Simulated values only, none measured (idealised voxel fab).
The following process module bears the name voxel wiring stack.
It is cross-section cut that appears here, measuring 240 nm in width, its square cells being 5 nm in size.
Each cross-section below is a grid of square cells, stated as bands in top-down order, with one or more rows of cells making up each band.
Quick guide to a band line: top height, bottom height (nm) up front; then every material left to right with its width in nm. Only one material and it's marked "throughout"? Then it fills the band edge to edge. And "air" just means empty space.
Measure heights from 0. That's the level where, below it, the as-received wafer is all one material. The lowest band is bottomless and extends downward; write it as in "z 0 and below".
When a width is written as two numbers, as in "30->40", the first number is the width in the top row of cells of the band and the second is the width in its bottom row, and the width changes by the same amount from each row to the next.
Where a step carries "nothing altered", the cross-section came out of it unchanged, cell for cell.
Enclosed voids (no open way to top), threshold 8 cells or more, entry "Fully enclosed voids", notation width x height at distance, distance from left edge, nm.
That trailing text on a step's line, after the settings, is the simulator's own remark on the step.
You can add "overlay nm" to a step's line. For a step with a mask, it describes how far the mask lay to the right of its planned position, and a negative number describes a lay to the left.

Intended process steps
| 1 | RECEIVE [material Si] |
| 2 | CONFORMAL_DEP [material SiO2] [thk nm 15] |
| 3 | DIRECTIONAL_DEP [material TiN] [thk nm 5] |
| 4 | DIRECTIONAL_DEP [material Ru] [thk nm 25] |
| 5 | PATTERN [tone cover] [mask id METAL_1] [material resist] [width nm 25] [pitch nm 45] [thk nm 20] [overlay nm 0] |
| 6 | DIRECTIONAL_ETCH [etch materials Ru] [depth nm 25] |
| 7 | DIRECTIONAL_ETCH [etch materials TiN] [depth nm 5] |
| 8 | STRIP [etch materials resist] |
| 9 | FILL_DEP [material lowk] [thk nm 10] |
| 10 | CMP [height nm 45] |
| 11 | CONFORMAL_DEP [material SiCN] [thk nm 5] |
| 12 | DIRECTIONAL_DEP [material lowk] [thk nm 25] |
| 13 | DIRECTIONAL_DEP [material aC] [thk nm 10] |
| 14 | PATTERN [tone open] [mask id METAL_2_HOLES] [material resist] [width nm 15] [pitch nm 45] [thk nm 25] [overlay nm 0] |
| 15 | DIRECTIONAL_ETCH [etch materials aC] [depth nm 10] |
| 16 | STRIP [etch materials resist] |
| 17 | DIRECTIONAL_ETCH [etch materials lowk] [depth nm 25] |
| 18 | STRIP [etch materials aC] |
| 19 | MASKED_ETCH [tone open] [mask id METAL_2] [width nm 25] [pitch nm 45] [etch materials lowk] [depth nm 15] [overlay nm 0] |
| 20 | MASKED_ETCH [tone open] [mask id METAL_2] [width nm 25] [pitch nm 45] [etch materials SiCN] [depth nm 5] [overlay nm 0] |
| 21 | CONFORMAL_DEP [material TiN] [thk nm 5] |
| 22 | FILL_DEP [material Cu] [thk nm 10] |
| 23 | CMP [height nm 75] |
| 24 | CONFORMAL_DEP [material SiCN] [thk nm 5] |

First wafer, two in total, run as planned

Cross-section of the wafer at receipt, which is the condition after step 1
	z 0 and below = Si throughout
	Fully enclosed voids: none

Upon completion of step 2, the wafer appears in cross-section as shown
	z 15 to 0 = SiO2 throughout
	Below 0 it's all the same as before, nothing changed down there.

Upon completion of step 3, the wafer appears in cross-section as shown
	z 20 to 15 = TiN throughout
	Below 15 it's all the same as before, nothing changed down there.

Upon completion of step 4, the wafer appears in cross-section as shown
	z 45 to 20 = Ru throughout
	Below 20 it's all the same as before, nothing changed down there.

Upon completion of step 5, the wafer appears in cross-section as shown
	z 65 to 45 = 40 of air / 25 of resist / 20 of air / 25 of resist / 20 of air / 25 of resist / 20 of air / 25 of resist / 40 of air
	Below 45 it's all the same as before, nothing changed down there.

Upon completion of step 6, the wafer appears in cross-section as shown
	z 65 to 45 = 40 of air / 25 of resist / 20 of air / 25 of resist / 20 of air / 25 of resist / 20 of air / 25 of resist / 40 of air
	z 45 to 20 = 40 of air / 25 of Ru / 20 of air / 25 of Ru / 20 of air / 25 of Ru / 20 of air / 25 of Ru / 40 of air
	Below 20 it's all the same as before, nothing changed down there.

Upon completion of step 7, the wafer appears in cross-section as shown
	z 65 to 45 = 40 of air / 25 of resist / 20 of air / 25 of resist / 20 of air / 25 of resist / 20 of air / 25 of resist / 40 of air
	z 45 to 20 = 40 of air / 25 of Ru / 20 of air / 25 of Ru / 20 of air / 25 of Ru / 20 of air / 25 of Ru / 40 of air
	z 20 to 15 = 40 of air / 25 of TiN / 20 of air / 25 of TiN / 20 of air / 25 of TiN / 20 of air / 25 of TiN / 40 of air
	Below 15 it's all the same as before, nothing changed down there.

Upon completion of step 8, the wafer appears in cross-section as shown
	z 45 to 20 = 40 of air / 25 of Ru / 20 of air / 25 of Ru / 20 of air / 25 of Ru / 20 of air / 25 of Ru / 40 of air
	Below 20 it's all the same as before, nothing changed down there.

Upon completion of step 9, the wafer appears in cross-section as shown
	z 55 to 45 = lowk throughout
	z 45 to 20 = 40 of lowk / 25 of Ru / 20 of lowk / 25 of Ru / 20 of lowk / 25 of Ru / 20 of lowk / 25 of Ru / 40 of lowk
	z 20 to 15 = 40 of lowk / 25 of TiN / 20 of lowk / 25 of TiN / 20 of lowk / 25 of TiN / 20 of lowk / 25 of TiN / 40 of lowk
	Below 15 it's all the same as before, nothing changed down there.

Upon completion of step 10, the wafer appears in cross-section as shown
	z 45 to 20 = 40 of lowk / 25 of Ru / 20 of lowk / 25 of Ru / 20 of lowk / 25 of Ru / 20 of lowk / 25 of Ru / 40 of lowk
	Below 20 it's all the same as before, nothing changed down there.

Upon completion of step 11, the wafer appears in cross-section as shown
	z 50 to 45 = SiCN throughout
	Below 45 it's all the same as before, nothing changed down there.

Upon completion of step 12, the wafer appears in cross-section as shown
	z 75 to 50 = lowk throughout
	Below 50 it's all the same as before, nothing changed down there.

Upon completion of step 13, the wafer appears in cross-section as shown
	z 85 to 75 = aC throughout
	Below 75 it's all the same as before, nothing changed down there.

Upon completion of step 14, the wafer appears in cross-section as shown
	z 110 to 85 = 40 of resist / 15 of air / 30 of resist / 15 of air / 30 of resist / 15 of air / 30 of resist / 15 of air / 50 of resist
	Below 85 it's all the same as before, nothing changed down there.

Upon completion of step 15, the wafer appears in cross-section as shown
	z 100 to 85 = 40 of resist / 15 of air / 30 of resist / 15 of air / 30 of resist / 15 of air / 30 of resist / 15 of air / 50 of resist
	z 85 to 75 = 40 of aC / 15 of air / 30 of aC / 15 of air / 30 of aC / 15 of air / 30 of aC / 15 of air / 50 of aC
	Below 75 it's all the same as before, nothing changed down there.

Upon completion of step 16, the wafer appears in cross-section as shown
	z 85 to 75 = 40 of aC / 15 of air / 30 of aC / 15 of air / 30 of aC / 15 of air / 30 of aC / 15 of air / 50 of aC
	Below 75 it's all the same as before, nothing changed down there.

Upon completion of step 17, the wafer appears in cross-section as shown
	z 85 to 75 = 40 of aC / 15 of air / 30 of aC / 15 of air / 30 of aC / 15 of air / 30 of aC / 15 of air / 50 of aC
	z 75 to 50 = 40 of lowk / 15 of air / 30 of lowk / 15 of air / 30 of lowk / 15 of air / 30 of lowk / 15 of air / 50 of lowk
	Below 50 it's all the same as before, nothing changed down there.

Upon completion of step 18, the wafer appears in cross-section as shown
	z 75 to 50 = 40 of lowk / 15 of air / 30 of lowk / 15 of air / 30 of lowk / 15 of air / 30 of lowk / 15 of air / 50 of lowk
	Below 50 it's all the same as before, nothing changed down there.

Upon completion of step 19, the wafer appears in cross-section as shown
	z 75 to 60 = 40 of lowk / 25 of air / 20 of lowk / 25 of air / 20 of lowk / 25 of air / 20 of lowk / 25 of air / 40 of lowk
	Below 60 it's all the same as before, nothing changed down there.

Upon completion of step 20, the wafer appears in cross-section as shown
	z 75 to 60 = 40 of lowk / 25 of air / 20 of lowk / 25 of air / 20 of lowk / 25 of air / 20 of lowk / 25 of air / 40 of lowk
	z 60 to 50 = 40 of lowk / 15 of air / 30 of lowk / 15 of air / 30 of lowk / 15 of air / 30 of lowk / 15 of air / 50 of lowk
	z 50 to 45 = 40 of SiCN / 15 of air / 30 of SiCN / 15 of air / 30 of SiCN / 15 of air / 30 of SiCN / 15 of air / 50 of SiCN
	Below 45 it's all the same as before, nothing changed down there.

Upon completion of step 21, the wafer appears in cross-section as shown
	z 80 to 75 = 45 of TiN / 15 of air / 30 of TiN / 15 of air / 30 of TiN / 15 of air / 30 of TiN / 15 of air / 45 of TiN
	z 75 to 65 = 40 of lowk / 5 of TiN / 15 of air / 5 of TiN / 20 of lowk / 5 of TiN / 15 of air / 5 of TiN / 20 of lowk / 5 of TiN / 15 of air / 5 of TiN / 20 of lowk / 5 of TiN / 15 of air / 5 of TiN / 40 of lowk
	z 65 to 60 = 40 of lowk / 5 of TiN / 5 of air / 15 of TiN / 20 of lowk / 5 of TiN / 5 of air / 15 of TiN / 20 of lowk / 5 of TiN / 5 of air / 15 of TiN / 20 of lowk / 5 of TiN / 5 of air / 15 of TiN / 40 of lowk
	z 60 to 50 = 40 of lowk / 5 of TiN / 5 of air / 5 of TiN / 30 of lowk / 5 of TiN / 5 of air / 5 of TiN / 30 of lowk / 5 of TiN / 5 of air / 5 of TiN / 30 of lowk / 5 of TiN / 5 of air / 5 of TiN / 50 of lowk
	z 50 to 45 = 40 of SiCN / 15 of TiN / 30 of SiCN / 15 of TiN / 30 of SiCN / 15 of TiN / 30 of SiCN / 15 of TiN / 50 of SiCN
	Below 45 it's all the same as before, nothing changed down there.

Upon completion of step 22, the wafer appears in cross-section as shown
	z 90 to 80 = Cu throughout
	z 80 to 75 = 45 of TiN / 15 of Cu / 30 of TiN / 15 of Cu / 30 of TiN / 15 of Cu / 30 of TiN / 15 of Cu / 45 of TiN
	z 75 to 65 = 40 of lowk / 5 of TiN / 15 of Cu / 5 of TiN / 20 of lowk / 5 of TiN / 15 of Cu / 5 of TiN / 20 of lowk / 5 of TiN / 15 of Cu / 5 of TiN / 20 of lowk / 5 of TiN / 15 of Cu / 5 of TiN / 40 of lowk
	z 65 to 60 = 40 of lowk / 5 of TiN / 5 of Cu / 15 of TiN / 20 of lowk / 5 of TiN / 5 of Cu / 15 of TiN / 20 of lowk / 5 of TiN / 5 of Cu / 15 of TiN / 20 of lowk / 5 of TiN / 5 of Cu / 15 of TiN / 40 of lowk
	z 60 to 50 = 40 of lowk / 5 of TiN / 5 of Cu / 5 of TiN / 30 of lowk / 5 of TiN / 5 of Cu / 5 of TiN / 30 of lowk / 5 of TiN / 5 of Cu / 5 of TiN / 30 of lowk / 5 of TiN / 5 of Cu / 5 of TiN / 50 of lowk
	Below 50 it's all the same as before, nothing changed down there.

Upon completion of step 23, the wafer appears in cross-section as shown
	z 75 to 65 = 40 of lowk / 5 of TiN / 15 of Cu / 5 of TiN / 20 of lowk / 5 of TiN / 15 of Cu / 5 of TiN / 20 of lowk / 5 of TiN / 15 of Cu / 5 of TiN / 20 of lowk / 5 of TiN / 15 of Cu / 5 of TiN / 40 of lowk
	Below 65 it's all the same as before, nothing changed down there.

Upon completion of step 24, the wafer appears in cross-section as shown
	z 80 to 75 = SiCN throughout
	Below 75 it's all the same as before, nothing changed down there.

For the second wafer, take the first wafer's start and plan, then add one mistake made in running it; everything through step 13, that step included, is shared with the first

At the planned end of step 14, the second wafer in cross-section
	z 110 to 85 = 35 of resist / 15 of air / 30 of resist / 15 of air / 30 of resist / 15 of air / 30 of resist / 15 of air / 55 of resist
	Below 85 it's all the same as before, nothing changed down there.

At the planned end of step 15, the second wafer in cross-section
	z 100 to 85 = 35 of resist / 15 of air / 30 of resist / 15 of air / 30 of resist / 15 of air / 30 of resist / 15 of air / 55 of resist
	z 85 to 75 = 35 of aC / 15 of air / 30 of aC / 15 of air / 30 of aC / 15 of air / 30 of aC / 15 of air / 55 of aC
	Below 75 it's all the same as before, nothing changed down there.

At the planned end of step 16, the second wafer in cross-section
	z 85 to 75 = 35 of aC / 15 of air / 30 of aC / 15 of air / 30 of aC / 15 of air / 30 of aC / 15 of air / 55 of aC
	Below 75 it's all the same as before, nothing changed down there.

At the planned end of step 17, the second wafer in cross-section
	z 85 to 75 = 35 of aC / 15 of air / 30 of aC / 15 of air / 30 of aC / 15 of air / 30 of aC / 15 of air / 55 of aC
	z 75 to 50 = 35 of lowk / 15 of air / 30 of lowk / 15 of air / 30 of lowk / 15 of air / 30 of lowk / 15 of air / 55 of lowk
	Below 50 it's all the same as before, nothing changed down there.

At the planned end of step 18, the second wafer in cross-section
	z 75 to 50 = 35 of lowk / 15 of air / 30 of lowk / 15 of air / 30 of lowk / 15 of air / 30 of lowk / 15 of air / 55 of lowk
	Below 50 it's all the same as before, nothing changed down there.

At the planned end of step 19, the second wafer in cross-section
	z 75 to 60 = 35 of lowk / 30 of air / 15 of lowk / 30 of air / 15 of lowk / 30 of air / 15 of lowk / 30 of air / 40 of lowk
	Below 60 it's all the same as before, nothing changed down there.

At the planned end of step 20, the second wafer in cross-section
	z 75 to 60 = 35 of lowk / 30 of air / 15 of lowk / 30 of air / 15 of lowk / 30 of air / 15 of lowk / 30 of air / 40 of lowk
	z 60 to 50 = 35 of lowk / 15 of air / 30 of lowk / 15 of air / 30 of lowk / 15 of air / 30 of lowk / 15 of air / 55 of lowk
	z 50 to 45 = 40 of SiCN / 10 of air / 35 of SiCN / 10 of air / 35 of SiCN / 10 of air / 35 of SiCN / 10 of air / 55 of SiCN
	Below 45 it's all the same as before, nothing changed down there.

At the planned end of step 21, the second wafer in cross-section
	z 80 to 75 = 40 of TiN / 20 of air / 25 of TiN / 20 of air / 25 of TiN / 20 of air / 25 of TiN / 20 of air / 45 of TiN
	z 75 to 65 = 35 of lowk / 5 of TiN / 20 of air / 5 of TiN / 15 of lowk / 5 of TiN / 20 of air / 5 of TiN / 15 of lowk / 5 of TiN / 20 of air / 5 of TiN / 15 of lowk / 5 of TiN / 20 of air / 5 of TiN / 40 of lowk
	z 65 to 55 = 35 of lowk / 5 of TiN / 5 of air / 20->5 of TiN / 15->30 of lowk / 5 of TiN / 5 of air / 20->5 of TiN / 15->30 of lowk / 5 of TiN / 5 of air / 20->5 of TiN / 15->30 of lowk / 5 of TiN / 5 of air / 20->5 of TiN / 40->55 of lowk
	z 55 to 50 = 35 of lowk / 15 of TiN / 30 of lowk / 15 of TiN / 30 of lowk / 15 of TiN / 30 of lowk / 15 of TiN / 55 of lowk
	z 50 to 45 = 40 of SiCN / 10 of TiN / 35 of SiCN / 10 of TiN / 35 of SiCN / 10 of TiN / 35 of SiCN / 10 of TiN / 55 of SiCN
	Below 45 it's all the same as before, nothing changed down there.

At the planned end of step 22, the second wafer in cross-section
	z 90 to 80 = Cu throughout
	z 80 to 75 = 40 of TiN / 20 of Cu / 25 of TiN / 20 of Cu / 25 of TiN / 20 of Cu / 25 of TiN / 20 of Cu / 45 of TiN
	z 75 to 65 = 35 of lowk / 5 of TiN / 20 of Cu / 5 of TiN / 15 of lowk / 5 of TiN / 20 of Cu / 5 of TiN / 15 of lowk / 5 of TiN / 20 of Cu / 5 of TiN / 15 of lowk / 5 of TiN / 20 of Cu / 5 of TiN / 40 of lowk
	z 65 to 55 = 35 of lowk / 5 of TiN / 5 of Cu / 20->5 of TiN / 15->30 of lowk / 5 of TiN / 5 of Cu / 20->5 of TiN / 15->30 of lowk / 5 of TiN / 5 of Cu / 20->5 of TiN / 15->30 of lowk / 5 of TiN / 5 of Cu / 20->5 of TiN / 40->55 of lowk
	Below 55 it's all the same as before, nothing changed down there.

At the planned end of step 23, the second wafer in cross-section
	z 75 to 65 = 35 of lowk / 5 of TiN / 20 of Cu / 5 of TiN / 15 of lowk / 5 of TiN / 20 of Cu / 5 of TiN / 15 of lowk / 5 of TiN / 20 of Cu / 5 of TiN / 15 of lowk / 5 of TiN / 20 of Cu / 5 of TiN / 40 of lowk
	Below 65 it's all the same as before, nothing changed down there.

At the planned end of step 24, the second wafer in cross-section
	z 80 to 75 = SiCN throughout
	Below 75 it's all the same as before, nothing changed down there.
Misprocessing identified: in deviation from the planned setting, step 14 was conducted as PATTERN [tone open] [mask id METAL_2_HOLES] [material resist] [width nm 15] [pitch nm 45] [thk nm 25] [overlay nm -5]
Wafer comparison, final, in cells, second relative to first, materials more or fewer: +4 Cu | +4 SiCN | +4 TiN | -12 lowk
